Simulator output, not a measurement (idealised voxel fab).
This is a process module. Its name is voxel transistor to metal.
The cross-section on display is named cut; it measures 150 nm wide, and its cells are 5 nm squares.
A cross-section is written here as square cells arranged in a grid, and it is given in bands from the top down, each band taking up one or more rows of cells. Heights first: top, then bottom, in nm. Then materials, left to right, each with a width in nm. "full width" on a single material: fills the band edge to edge. "blank": empty space. Heights are measured from 0, the level below which the as-received wafer is all one material; the lowest band has no bottom and continues downward, written as in "0 nm and below". The two numbers in a width such as "30 to 40" mark its ends across the band: the first belongs to the top row of cells, the second to the bottom row, and from each row to the next the width moves by the same amount. What does "nothing altered" mean for a step? It means no cell of the cross-section changed in that step. Closed empty spaces (no open way to the top) of 8 cells or more are what "Sealed cavities" lists, each as width x height at distance from the left edge, nm for all three. Text after the settings on a step's line: the simulator's own remark on that step. overlay nm: where the mask lay relative to plan, measured to the right, on steps with a mask; negatives go left.
## Intended process steps
1,RECEIVE | material Si
2,OXIDIZE | depth nm 5
3,CONFORMAL_DEP | material SiN | thk nm 10
4,MASKED_ETCH | tone cover | mask id ACTIVE | width nm 115 | etch materials SiN | depth nm 10 | overlay nm 0
5,MASKED_ETCH | tone cover | mask id ACTIVE | width nm 115 | etch materials SiO2 | depth nm 5 | overlay nm 0
6,MASKED_ETCH | tone cover | mask id ACTIVE | width nm 115 | etch materials Si | depth nm 25 | overlay nm 0
7,OXIDIZE | depth nm 5
8,FILL_DEP | material SiO2 | thk nm 10
9,CMP | height nm 10
10,SELECTIVE_ETCH | etch materials SiO2 | depth nm 5
11,STRIP | etch materials SiN
12,SELECTIVE_ETCH | etch materials SiO2 | depth nm 5
13,OXIDIZE | depth nm 5
14,DIRECTIONAL_DEP | material polySi | thk nm 30
15,DIRECTIONAL_DEP | material SiCN | thk nm 15
16,DIRECTIONAL_DEP | material aC | thk nm 15
17,PATTERN | tone cover | mask id GATE | material resist | width nm 25 | thk nm 35 | overlay nm 0
18,DIRECTIONAL_ETCH | etch materials aC | depth nm 15
19,STRIP | etch materials resist
20,DIRECTIONAL_ETCH | etch materials SiCN | depth nm 25
21,DIRECTIONAL_ETCH | etch materials polySi | depth nm 40
22,STRIP | etch materials aC
23,CONFORMAL_DEP | material SiN | thk nm 5
24,DIRECTIONAL_ETCH | etch materials SiN | depth nm 5
25,DIRECTIONAL_ETCH | etch materials SiO2 | depth nm 5
26,EPI | material nSi | thk nm 5
27,FILL_DEP | material SiO2 | thk nm 10
28,CMP | height nm 25
29,STRIP | etch materials polySi
30,SELECTIVE_ETCH | etch materials SiO2 | depth nm 5
31,CONFORMAL_DEP | material HfO2 | thk nm 5
32,CONFORMAL_DEP | material TiN | thk nm 5
33,FILL_DEP | material W | thk nm 5
34,CMP | height nm 20
35,DIRECTIONAL_DEP | material SiO2 | thk nm 10
36,DIRECTIONAL_DEP | material aC | thk nm 10
37,PATTERN | tone open | mask id CONTACT | material resist | width nm 20 | pitch nm 85 | thk nm 25 | overlay nm 0
38,DIRECTIONAL_ETCH | etch materials aC | depth nm 10
39,STRIP | etch materials resist
40,DIRECTIONAL_ETCH | etch materials SiO2 | depth nm 35
41,STRIP | etch materials aC
42,CONFORMAL_DEP | material TiN | thk nm 5
43,FILL_DEP | material W | thk nm 10
44,CMP | height nm 30
45,DIRECTIONAL_DEP | material TiN | thk nm 5
46,DIRECTIONAL_DEP | material W | thk nm 15
47,DIRECTIONAL_DEP | material aC | thk nm 15
48,PATTERN | tone cover | mask id METAL_1 | material resist | width nm 20 | pitch nm 85 | thk nm 30 | overlay nm 0
49,DIRECTIONAL_ETCH | etch materials aC | depth nm 15
50,STRIP | etch materials resist
51,DIRECTIONAL_ETCH | etch materials W | depth nm 15
52,DIRECTIONAL_ETCH | etch materials TiN | depth nm 5
53,STRIP | etch materials aC
54,CONFORMAL_DEP | material SiCN | thk nm 5
55,FILL_DEP | material lowk | thk nm 10
56,CMP | height nm 50
57,CONFORMAL_DEP | material SiCN | thk nm 5
58,DIRECTIONAL_DEP | material lowk | thk nm 35
59,PATTERN | tone open | mask id METAL_2 | material resist | width nm 20 | pitch nm 85 | thk nm 20 | overlay nm 0
60,DIRECTIONAL_ETCH | etch materials lowk | depth nm 20
61,STRIP | etch materials resist
62,DIRECTIONAL_DEP | material aC | thk nm 15
63,PATTERN | tone open | mask id METAL_2_HOLES | material resist | width nm 15 | pitch nm 85 | thk nm 35 | overlay nm 0
64,DIRECTIONAL_ETCH | etch materials aC | depth nm 15
65,STRIP | etch materials resist
66,DIRECTIONAL_ETCH | etch materials lowk | depth nm 15
67,DIRECTIONAL_ETCH | etch materials SiCN | depth nm 5
68,STRIP | etch materials aC
69,CONFORMAL_DEP | material TiN | thk nm 5
70,FILL_DEP | material Cu | thk nm 10
71,CMP | height nm 90
72,CONFORMAL_DEP | material SiCN | thk nm 5
## Wafer as received: cross-section following step 1
	0 nm and below  Si full width
	Sealed cavities: none
## One mistake in running the module, otherwise start and plan as above: cross-section at the end
	95 nm to 90 nm  SiCN full width
	90 nm to 85 nm  lowk: 20  TiN: 5  Cu: 5  TiN: 10  lowk: 65  TiN: 5  Cu: 5  TiN: 10  lowk: 25
	85 nm to 70 nm  lowk: 20  TiN: 5  Cu: 5  TiN: 5  lowk: 70  TiN: 5  Cu: 5  TiN: 5  lowk: 30
	70 nm to 65 nm  SiCN: 20  TiN: 15  SiCN: 70  TiN: 15  SiCN: 30
	65 nm to 55 nm  lowk full width
	55 nm to 50 nm  lowk: 15  SiCN: 30  lowk: 55  SiCN: 30  lowk: 20
	50 nm to 35 nm  lowk: 15  SiCN: 5  W: 20  SiCN: 5  lowk: 55  SiCN: 5  W: 20  SiCN: 5  lowk: 20
	35 nm to 30 nm  SiCN: 20  TiN: 20  SiCN: 65  TiN: 20  SiCN: 25
	30 nm to 20 nm  SiO2: 20  TiN: 5  W: 10  TiN: 5  SiO2: 65  TiN: 5  W: 10  TiN: 5  SiO2: 25
	20 nm to 0 nm  SiO2: 20  TiN: 5  W: 10  TiN: 5  SiO2: 15  SiN: 5  HfO2: 5  TiN: 5  W: 5  TiN: 5  HfO2: 5  SiN: 5  SiO2: 15  TiN: 5  W: 10  TiN: 5  SiO2: 25
	0 nm to -5 nm  SiO2: 10  SiN: 5  SiO2: 5  TiN: 20  SiO2: 15  SiN: 5  HfO2: 5  TiN: 15  HfO2: 5  SiN: 5  SiO2: 15  TiN: 20  SiO2: 5  SiN: 5  SiO2: 15
	-5 nm to -10 nm  SiO2: 15  nSi: 40  HfO2: 35  nSi: 40  SiO2: 20
	-10 nm to -35 nm  SiO2: 20  Si: 105  SiO2: 25
	-35 nm and below  Si full width
	Sealed cavities: none
Nonconformance to the process plan: the plan's step 56 was left out and never carried out
